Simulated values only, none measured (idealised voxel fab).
Process module in this document: voxel wiring stack
Square cell edge 5 nm, section width 265 nm, ID cut.
Cross-section, as written here: a square-cell grid given band by band from the top down, where a band holds one or more rows of cells.
Heights first: top, then bottom, in nm. Then materials, left to right, each with a width in nm. "throughout" on a single material: fills the band edge to edge. "empty": empty space.
The level at which height equals 0 is the one under which the wafer, as it arrives, is entirely one material. No lower edge exists for the bottom band, which continues downward and is notated as in "0 down".
The width entry "30 to 40" should be interpreted row by row: the top row of cells in the band takes the first number, the bottom row takes the second number, and the change between adjacent rows is uniform throughout.
When a step is marked "nothing got changed", none of the cells in the cross-section changed during that step.
"Closed void inventory" enumerates empty spaces isolated from the top, with no open way to it, that contain at least 8 cells, giving each as width x height at distance from the left edge, all three in nm.
Anything after a step's settings on that line? It's the simulator's own note about the step.
If you see "overlay nm" on a step's line and that step has a mask, it's telling you how far right of where it was planned the mask ended up; a negative number means it went left instead.
-- The process steps that were planned are listed below
1. RECEIVE, material Si
2. CONFORMAL_DEP, material SiO2, thk nm 15
3. CONFORMAL_DEP, material SiN, thk nm 5
4. DIRECTIONAL_DEP, material lowk, thk nm 15
5. PATTERN, tone open, mask id METAL_1, material resist, width nm 25, pitch nm 45, thk nm 15, overlay nm 0
6. DIRECTIONAL_ETCH, etch materials lowk, depth nm 15
7. DIRECTIONAL_ETCH, etch materials SiN, depth nm 5
8. STRIP, etch materials resist
9. CONFORMAL_DEP, material TiN, thk nm 5
10. FILL_DEP, material Cu, thk nm 5
11. CMP, height nm 35
12. EPI, material Ru, thk nm 5
13. FILL_DEP, material SiCN, thk nm 5
14. DIRECTIONAL_DEP, material SiO2, thk nm 10
15. MASKED_ETCH, tone open, mask id PLUG_1, width nm 15, pitch nm 90, etch materials SiO2, depth nm 10, overlay nm 0
16. MASKED_ETCH, tone open, mask id PLUG_1, width nm 15, pitch nm 90, etch materials SiCN, depth nm 5, overlay nm 0
17. EPI, material Ru, thk nm 10
18. EPI, material Ru, thk nm 5
19. CONFORMAL_DEP, material SiN, thk nm 5
20. DIRECTIONAL_DEP, material SiO2, thk nm 20
21. MASKED_ETCH, tone open, mask id METAL_2, width nm 25, pitch nm 45, etch materials SiO2, depth nm 20, overlay nm 0
22. MASKED_ETCH, tone open, mask id METAL_2, width nm 25, pitch nm 45, etch materials SiN, depth nm 5, overlay nm 0
23. CONFORMAL_DEP, material TiN, thk nm 5
24. FILL_DEP, material Cu, thk nm 10
25. CMP, height nm 80
26. CONFORMAL_DEP, material SiCN, thk nm 5
27. DIRECTIONAL_DEP, material SiO2, thk nm 25
28. DIRECTIONAL_DEP, material aC, thk nm 10
29. PATTERN, tone open, mask id METAL_3, material resist, width nm 25, pitch nm 45, thk nm 30, overlay nm 0
30. DIRECTIONAL_ETCH, etch materials aC, depth nm 10
31. STRIP, etch materials resist
32. DIRECTIONAL_ETCH, etch materials SiO2, depth nm 15
33. STRIP, etch materials aC
34. DIRECTIONAL_DEP, material aC, thk nm 10
35. PATTERN, tone open, mask id METAL_3_HOLES, material resist, width nm 15, pitch nm 45, thk nm 30, overlay nm 0
36. DIRECTIONAL_ETCH, etch materials aC, depth nm 10
37. STRIP, etch materials resist
38. DIRECTIONAL_ETCH, etch materials SiO2, depth nm 10
39. DIRECTIONAL_ETCH, etch materials SiCN, depth nm 5
40. STRIP, etch materials aC
41. CONFORMAL_DEP, material TiN, thk nm 5
42. FILL_DEP, material Cu, thk nm 10
43. CMP, height nm 110
44. CONFORMAL_DEP, material SiCN, thk nm 5
45. DIRECTIONAL_DEP, material SiO2, thk nm 30
46. DIRECTIONAL_DEP, material aC, thk nm 10
47. PATTERN, tone open, mask id METAL_4_HOLES, material resist, width nm 15, pitch nm 90, thk nm 25, overlay nm 0
48. DIRECTIONAL_ETCH, etch materials aC, depth nm 10
49. STRIP, etch materials resist
50. DIRECTIONAL_ETCH, etch materials SiO2, depth nm 30
51. STRIP, etch materials aC
52. MASKED_ETCH, tone open, mask id METAL_4, width nm 25, pitch nm 45, etch materials SiO2, depth nm 20, overlay nm 0
53. MASKED_ETCH, tone open, mask id METAL_4, width nm 25, pitch nm 45, etch materials SiCN, depth nm 5, overlay nm 0
54. CONFORMAL_DEP, material TiN, thk nm 5
55. FILL_DEP, material Ru, thk nm 10
56. CMP, height nm 145
57. CONFORMAL_DEP, material SiCN, thk nm 5
-- So this is the incoming wafer in cross-section - it's already been through step 1
    0 down = Si throughout
    Closed void inventory: none
-- Run as planned - first of the two wafers cross-sectioned at the end of the module
    150 to 145 = SiCN throughout
    145 to 130 = 50 nm SiO2, 5 nm TiN, 15 nm Ru, 5 nm TiN, 20 nm SiO2, 5 nm TiN, 15 nm Ru, 5 nm TiN, 20 nm SiO2, 5 nm TiN, 15 nm Ru, 5 nm TiN, 20 nm SiO2, 5 nm TiN, 15 nm Ru, 5 nm TiN, 55 nm SiO2
    130 to 125 = 50 nm SiO2, 5 nm TiN, 5 nm Ru, 15 nm TiN, 20 nm SiO2, 25 nm TiN, 20 nm SiO2, 5 nm TiN, 5 nm Ru, 15 nm TiN, 20 nm SiO2, 25 nm TiN, 55 nm SiO2
    125 to 115 = 50 nm SiO2, 5 nm TiN, 5 nm Ru, 5 nm TiN, 75 nm SiO2, 5 nm TiN, 5 nm Ru, 5 nm TiN, 110 nm SiO2
    115 to 110 = 50 nm SiCN, 15 nm TiN, 75 nm SiCN, 15 nm TiN, 110 nm SiCN
    110 to 100 = 50 nm SiO2, 5 nm TiN, 15 nm Cu, 5 nm TiN, 20 nm SiO2, 5 nm TiN, 15 nm Cu, 5 nm TiN, 20 nm SiO2, 5 nm TiN, 15 nm Cu, 5 nm TiN, 20 nm SiO2, 5 nm TiN, 15 nm Cu, 5 nm TiN, 55 nm SiO2
    100 to 95 = 50 nm SiO2, 5 nm TiN, 5 nm Cu, 15 nm TiN, 20 nm SiO2, 5 nm TiN, 5 nm Cu, 15 nm TiN, 20 nm SiO2, 5 nm TiN, 5 nm Cu, 15 nm TiN, 20 nm SiO2, 5 nm TiN, 5 nm Cu, 15 nm TiN, 55 nm SiO2
    95 to 85 = 50 nm SiO2, 5 nm TiN, 5 nm Cu, 5 nm TiN, 30 nm SiO2, 5 nm TiN, 5 nm Cu, 5 nm TiN, 30 nm SiO2, 5 nm TiN, 5 nm Cu, 5 nm TiN, 30 nm SiO2, 5 nm TiN, 5 nm Cu, 5 nm TiN, 65 nm SiO2
    85 to 80 = 50 nm SiCN, 15 nm TiN, 30 nm SiCN, 15 nm TiN, 30 nm SiCN, 15 nm TiN, 30 nm SiCN, 15 nm TiN, 65 nm SiCN
    80 to 60 = 50 nm SiO2, 5 nm TiN, 15 nm Cu, 5 nm TiN, 20 nm SiO2, 5 nm TiN, 15 nm Cu, 5 nm TiN, 20 nm SiO2, 5 nm TiN, 15 nm Cu, 5 nm TiN, 20 nm SiO2, 5 nm TiN, 15 nm Cu, 5 nm TiN, 55 nm SiO2
    60 to 55 = 50 nm SiN, 25 nm TiN, 20 nm SiN, 25 nm TiN, 20 nm SiN, 25 nm TiN, 20 nm SiN, 25 nm TiN, 55 nm SiN
    55 to 45 = 50 nm SiO2, 15 nm Ru, 75 nm SiO2, 15 nm Ru, 110 nm SiO2
    45 to 40 = 50 nm SiCN, 15 nm Ru, 75 nm SiCN, 15 nm Ru, 110 nm SiCN
    40 to 35 = 45 nm SiCN, 35 nm Ru, 10 nm SiCN, 35 nm Ru, 10 nm SiCN, 35 nm Ru, 10 nm SiCN, 35 nm Ru, 50 nm SiCN
    35 to 20 = 50 nm lowk, 5 nm TiN, 15 nm Cu, 5 nm TiN, 20 nm lowk, 5 nm TiN, 15 nm Cu, 5 nm TiN, 20 nm lowk, 5 nm TiN, 15 nm Cu, 5 nm TiN, 20 nm lowk, 5 nm TiN, 15 nm Cu, 5 nm TiN, 55 nm lowk
    20 to 15 = 50 nm SiN, 25 nm TiN, 20 nm SiN, 25 nm TiN, 20 nm SiN, 25 nm TiN, 20 nm SiN, 25 nm TiN, 55 nm SiN
    15 to 0 = SiO2 throughout
    0 down = Si throughout
    Closed void inventory: none
-- Second wafer through the module, sectioned at the end: same beginning and same plan as the first wafer, with one mistake in carrying it out
    150 to 145 = SiCN throughout
    145 to 140 = 50 nm SiCN, 25 nm TiN, 20 nm SiCN, 25 nm TiN, 20 nm SiCN, 25 nm TiN, 20 nm SiCN, 25 nm TiN, 55 nm SiCN
    140 to 110 = SiO2 throughout
    110 to 100 = 50 nm SiO2, 5 nm TiN, 15 nm Cu, 5 nm TiN, 20 nm SiO2, 5 nm TiN, 15 nm Cu, 5 nm TiN, 20 nm SiO2, 5 nm TiN, 15 nm Cu, 5 nm TiN, 20 nm SiO2, 5 nm TiN, 15 nm Cu, 5 nm TiN, 55 nm SiO2
    100 to 95 = 50 nm SiO2, 5 nm TiN, 5 nm Cu, 15 nm TiN, 20 nm SiO2, 5 nm TiN, 5 nm Cu, 15 nm TiN, 20 nm SiO2, 5 nm TiN, 5 nm Cu, 15 nm TiN, 20 nm SiO2, 5 nm TiN, 5 nm Cu, 15 nm TiN, 55 nm SiO2
    95 to 85 = 50 nm SiO2, 5 nm TiN, 5 nm Cu, 5 nm TiN, 30 nm SiO2, 5 nm TiN, 5 nm Cu, 5 nm TiN, 30 nm SiO2, 5 nm TiN, 5 nm Cu, 5 nm TiN, 30 nm SiO2, 5 nm TiN, 5 nm Cu, 5 nm TiN, 65 nm SiO2
    85 to 80 = 50 nm SiCN, 15 nm TiN, 30 nm SiCN, 15 nm TiN, 30 nm SiCN, 15 nm TiN, 30 nm SiCN, 15 nm TiN, 65 nm SiCN
    80 to 60 = 50 nm SiO2, 5 nm TiN, 15 nm Cu, 5 nm TiN, 20 nm SiO2, 5 nm TiN, 15 nm Cu, 5 nm TiN, 20 nm SiO2, 5 nm TiN, 15 nm Cu, 5 nm TiN, 20 nm SiO2, 5 nm TiN, 15 nm Cu, 5 nm TiN, 55 nm SiO2
    60 to 55 = 50 nm SiN, 25 nm TiN, 20 nm SiN, 25 nm TiN, 20 nm SiN, 25 nm TiN, 20 nm SiN, 25 nm TiN, 55 nm SiN
    55 to 45 = 50 nm SiO2, 15 nm Ru, 75 nm SiO2, 15 nm Ru, 110 nm SiO2
    45 to 40 = 50 nm SiCN, 15 nm Ru, 75 nm SiCN, 15 nm Ru, 110 nm SiCN
    40 to 35 = 45 nm SiCN, 35 nm Ru, 10 nm SiCN, 35 nm Ru, 10 nm SiCN, 35 nm Ru, 10 nm SiCN, 35 nm Ru, 50 nm SiCN
    35 to 20 = 50 nm lowk, 5 nm TiN, 15 nm Cu, 5 nm TiN, 20 nm lowk, 5 nm TiN, 15 nm Cu, 5 nm TiN, 20 nm lowk, 5 nm TiN, 15 nm Cu, 5 nm TiN, 20 nm lowk, 5 nm TiN, 15 nm Cu, 5 nm TiN, 55 nm lowk
    20 to 15 = 50 nm SiN, 25 nm TiN, 20 nm SiN, 25 nm TiN, 20 nm SiN, 25 nm TiN, 20 nm SiN, 25 nm TiN, 55 nm SiN
    15 to 0 = SiO2 throughout
    0 down = Si throughout
    Closed void inventory: none
Deviation from plan: the run placed steps 44 and 45 each in the position the plan gave to the other
In the final state, the cell counts of the second wafer exceed or fall short of those of the first for the following materials: -42 Ru, -14 SiCN, +92 SiO2, -36 TiN
